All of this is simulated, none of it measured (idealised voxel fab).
process module | voxel double patterning
cross-section cut | 260 nm wide | cells 5 nm
A cross-section is a grid of square cells, given in bands from the top down. A band is one or more rows of cells.
Each band's line starts with the height of the band's top and of its bottom, in nm. Then come its materials from left to right, each with its width in nm. One material with "throughout" fills the band from edge to edge. "air" is empty space.
Height 0 is the level under which the wafer as received is all one material. The lowest band goes on downwards, as in "0 down".
A width such as "30 to 40" changes by the same amount from each row of cells to the next, from the band's top row to its bottom row.
"no change" after a step means that no cell of the cross-section changed.
closed voids: empty space of 8 cells or more with no open way to the top, each as width x height at its distance from the left edge, in nm
after a step's settings: what the simulator itself notes on the step
overlay nm, on a step with a mask: how far to the right of its planned place the mask lay; to the left if negative
plan
1 op RECEIVE | material Si
2 op CONFORMAL_DEP | material SiN | thk nm 10
3 op DIRECTIONAL_DEP | material SiO2 | thk nm 15
4 op DIRECTIONAL_DEP | material SiCN | thk nm 10
5 op PATTERN | tone open | mask id FIRST | material resist | width nm 15 | pitch nm 50 | thk nm 15 | overlay nm 0
6 op DIRECTIONAL_ETCH | etch materials SiCN | depth nm 10
7 op STRIP | etch materials resist
8 op DIRECTIONAL_DEP | material aC | thk nm 15
9 op PATTERN | tone open | mask id SECOND | material resist | width nm 15 | thk nm 35 | overlay nm 0
10 op DIRECTIONAL_ETCH | etch materials aC | depth nm 15
11 op STRIP | etch materials resist
12 op DIRECTIONAL_ETCH | etch materials SiCN | depth nm 10
13 op STRIP | etch materials aC
14 op DIRECTIONAL_ETCH | etch materials SiO2 | depth nm 15
15 op STRIP | etch materials SiCN
as received, after step 1
  0 down: Si throughout
  closed voids: none
first wafer at the end, as planned
  25 to 10: SiO2 95 | air 15 | SiO2 10 | air 15 | SiO2 10 | air 15 | SiO2 100
  10 to 0: SiN throughout
  0 down: Si throughout
  closed voids: none
second wafer at the end: like start, like plan, one mistake
  25 to 10: air 120 | SiO2 15 | air 125
  10 to 0: SiN throughout
  0 down: Si throughout
  closed voids: none
what went wrong: step 9 ran as: op PATTERN | tone cover | mask id SECOND | material resist | width nm 15 | thk nm 35 | overlay nm 0
at the end the second wafer has, in cells: 120 fewer of SiO2
